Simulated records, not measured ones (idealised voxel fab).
process module | voxel gate over fins
cross-section cut | 240 nm wide | cells 5 nm
A cross-section is a grid of square cells, given in bands from the top down. A band is one or more rows of cells.
Each band's line starts with the height of the band's top and of its bottom, in nm. Then come its materials from left to right, each with its width in nm. One material with "throughout" fills the band from edge to edge. "air" is empty space.
Height 0 is the level under which the wafer as received is all one material. The lowest band goes on downwards, as in "0 down".
A width such as "30 to 40" changes by the same amount from each row of cells to the next, from the band's top row to its bottom row.
"no change" after a step means that no cell of the cross-section changed.
closed voids: empty space of 8 cells or more with no open way to the top, each as width x height at its distance from the left edge, in nm
after a step's settings: what the simulator itself notes on the step
overlay nm, on a step with a mask: how far to the right of its planned place the mask lay; to the left if negative
plan
1 op RECEIVE | material Si
2 op CONFORMAL_DEP | material SiN | thk nm 10
3 op DIRECTIONAL_DEP | material aC | thk nm 15
4 op PATTERN | tone cover | mask id FINS | material resist | width nm 15 | pitch nm 35 | thk nm 30 | overlay nm 0
5 op DIRECTIONAL_ETCH | etch materials aC | depth nm 15
6 op STRIP | etch materials resist
7 op DIRECTIONAL_ETCH | etch materials SiN | depth nm 10
8 op DIRECTIONAL_ETCH | etch materials Si | depth nm 35
9 op STRIP | etch materials aC
10 op OXIDIZE | depth nm 5
11 op FILL_DEP | material SiO2 | thk nm 5
12 op CMP | height nm 10
13 op SELECTIVE_ETCH | etch materials SiO2 | depth nm 25
14 op STRIP | etch materials SiN
15 op CONFORMAL_DEP | material HfO2 | thk nm 5
16 op CONFORMAL_DEP | material TiN | thk nm 5
17 op FILL_DEP | material W | thk nm 10
18 op CMP | height nm 15
19 op CONFORMAL_DEP | material SiN | thk nm 5
first wafer, as planned
as received, after step 1
  0 down: Si throughout
  closed voids: none
after step 2
  10 to 0: SiN throughout
  below 0: unchanged
after step 3
  25 to 10: aC throughout
  below 10: unchanged
after step 4
  55 to 25: air 75 | resist 15 | air 20 | resist 15 | air 20 | resist 15 | air 80
  below 25: unchanged
after step 5
  40 to 25: air 75 | resist 15 | air 20 | resist 15 | air 20 | resist 15 | air 80
  25 to 10: air 75 | aC 15 | air 20 | aC 15 | air 20 | aC 15 | air 80
  below 10: unchanged
after step 6
  25 to 10: air 75 | aC 15 | air 20 | aC 15 | air 20 | aC 15 | air 80
  below 10: unchanged
after step 7
  25 to 10: air 75 | aC 15 | air 20 | aC 15 | air 20 | aC 15 | air 80
  10 to 0: air 75 | SiN 15 | air 20 | SiN 15 | air 20 | SiN 15 | air 80
  below 0: unchanged
after step 8
  25 to 10: air 75 | aC 15 | air 20 | aC 15 | air 20 | aC 15 | air 80
  10 to 0: air 75 | SiN 15 | air 20 | SiN 15 | air 20 | SiN 15 | air 80
  0 to -35: air 75 | Si 15 | air 20 | Si 15 | air 20 | Si 15 | air 80
  below -35: unchanged
after step 9
  10 to 0: air 75 | SiN 15 | air 20 | SiN 15 | air 20 | SiN 15 | air 80
  below 0: unchanged
after step 10
  10 to 0: air 75 | SiN 15 | air 20 | SiN 15 | air 20 | SiN 15 | air 80
  0 to -35: air 75 | SiO2 5 | Si 5 | SiO2 5 | air 20 | SiO2 5 | Si 5 | SiO2 5 | air 20 | SiO2 5 | Si 5 | SiO2 5 | air 80
  -35 to -40: SiO2 80 | Si 5 | SiO2 30 | Si 5 | SiO2 30 | Si 5 | SiO2 85
  below -40: unchanged
after step 11
  15 to 10: SiO2 throughout
  10 to 0: SiO2 75 | SiN 15 | SiO2 20 | SiN 15 | SiO2 20 | SiN 15 | SiO2 80
  0 to -40: SiO2 80 | Si 5 | SiO2 30 | Si 5 | SiO2 30 | Si 5 | SiO2 85
  below -40: unchanged
after step 12
  10 to 0: SiO2 75 | SiN 15 | SiO2 20 | SiN 15 | SiO2 20 | SiN 15 | SiO2 80
  below 0: unchanged
after step 13
  10 to 0: air 75 | SiN 15 | air 20 | SiN 15 | air 20 | SiN 15 | air 80
  0 to -15: air 80 | Si 5 | air 30 | Si 5 | air 30 | Si 5 | air 85
  below -15: unchanged
after step 14
  0 to -15: air 80 | Si 5 | air 30 | Si 5 | air 30 | Si 5 | air 85
  below -15: unchanged
after step 15
  5 to 0: air 75 | HfO2 15 | air 20 | HfO2 15 | air 20 | HfO2 15 | air 80
  0 to -10: air 75 | HfO2 5 | Si 5 | HfO2 5 | air 20 | HfO2 5 | Si 5 | HfO2 5 | air 20 | HfO2 5 | Si 5 | HfO2 5 | air 80
  -10 to -15: HfO2 80 | Si 5 | HfO2 30 | Si 5 | HfO2 30 | Si 5 | HfO2 85
  below -15: unchanged
after step 16
  10 to 5: air 70 | TiN 25 | air 10 | TiN 25 | air 10 | TiN 25 | air 75
  5 to 0: air 70 | TiN 5 | HfO2 15 | TiN 5 | air 10 | TiN 5 | HfO2 15 | TiN 5 | air 10 | TiN 5 | HfO2 15 | TiN 5 | air 75
  0 to -5: air 70 | TiN 5 | HfO2 5 | Si 5 | HfO2 5 | TiN 5 | air 10 | TiN 5 | HfO2 5 | Si 5 | HfO2 5 | TiN 5 | air 10 | TiN 5 | HfO2 5 | Si 5 | HfO2 5 | TiN 5 | air 75
  -5 to -10: TiN 75 | HfO2 5 | Si 5 | HfO2 5 | TiN 20 | HfO2 5 | Si 5 | HfO2 5 | TiN 20 | HfO2 5 | Si 5 | HfO2 5 | TiN 80
  below -10: unchanged
after step 17
  20 to 10: W throughout
  10 to 5: W 70 | TiN 25 | W 10 | TiN 25 | W 10 | TiN 25 | W 75
  5 to 0: W 70 | TiN 5 | HfO2 15 | TiN 5 | W 10 | TiN 5 | HfO2 15 | TiN 5 | W 10 | TiN 5 | HfO2 15 | TiN 5 | W 75
  0 to -5: W 70 | TiN 5 | HfO2 5 | Si 5 | HfO2 5 | TiN 5 | W 10 | TiN 5 | HfO2 5 | Si 5 | HfO2 5 | TiN 5 | W 10 | TiN 5 | HfO2 5 | Si 5 | HfO2 5 | TiN 5 | W 75
  below -5: unchanged
after step 18
  15 to 10: W throughout
  below 10: unchanged
after step 19
  20 to 15: SiN throughout
  below 15: unchanged
second wafer: like start, like plan, one mistake. Through step 12 it matches the first wafer
when step 13 should have ended
  10 to 0: air 75 | SiN 15 | air 20 | SiN 15 | air 20 | SiN 15 | air 80
  0 to -40: air 80 | Si 5 | air 30 | Si 5 | air 30 | Si 5 | air 85
  below -40: unchanged
when step 14 should have ended
  0 to -40: air 80 | Si 5 | air 30 | Si 5 | air 30 | Si 5 | air 85
  below -40: unchanged
when step 15 should have ended
  5 to 0: air 75 | HfO2 15 | air 20 | HfO2 15 | air 20 | HfO2 15 | air 80
  0 to -35: air 75 | HfO2 5 | Si 5 | HfO2 5 | air 20 | HfO2 5 | Si 5 | HfO2 5 | air 20 | HfO2 5 | Si 5 | HfO2 5 | air 80
  -35 to -40: HfO2 80 | Si 5 | HfO2 30 | Si 5 | HfO2 30 | Si 5 | HfO2 85
  below -40: unchanged
when step 16 should have ended
  10 to 5: air 70 | TiN 25 | air 10 | TiN 25 | air 10 | TiN 25 | air 75
  5 to 0: air 70 | TiN 5 | HfO2 15 | TiN 5 | air 10 | TiN 5 | HfO2 15 | TiN 5 | air 10 | TiN 5 | HfO2 15 | TiN 5 | air 75
  0 to -30: air 70 | TiN 5 | HfO2 5 | Si 5 | HfO2 5 | TiN 5 | air 10 | TiN 5 | HfO2 5 | Si 5 | HfO2 5 | TiN 5 | air 10 | TiN 5 | HfO2 5 | Si 5 | HfO2 5 | TiN 5 | air 75
  -30 to -35: TiN 75 | HfO2 5 | Si 5 | HfO2 5 | TiN 20 | HfO2 5 | Si 5 | HfO2 5 | TiN 20 | HfO2 5 | Si 5 | HfO2 5 | TiN 80
  below -35: unchanged
when step 17 should have ended
  20 to 10: W throughout
  10 to 5: W 70 | TiN 25 | W 10 | TiN 25 | W 10 | TiN 25 | W 75
  5 to 0: W 70 | TiN 5 | HfO2 15 | TiN 5 | W 10 | TiN 5 | HfO2 15 | TiN 5 | W 10 | TiN 5 | HfO2 15 | TiN 5 | W 75
  0 to -30: W 70 | TiN 5 | HfO2 5 | Si 5 | HfO2 5 | TiN 5 | W 10 | TiN 5 | HfO2 5 | Si 5 | HfO2 5 | TiN 5 | W 10 | TiN 5 | HfO2 5 | Si 5 | HfO2 5 | TiN 5 | W 75
  below -30: unchanged
when step 18 should have ended
  15 to 10: W throughout
  below 10: unchanged
when step 19 should have ended
  20 to 15: SiN throughout
  below 15: unchanged
what went wrong: step 13 was run twice
at the end the second wafer has, in cells: 30 more of HfO2 | 225 fewer of SiO2 | 30 more of TiN | 165 more of W
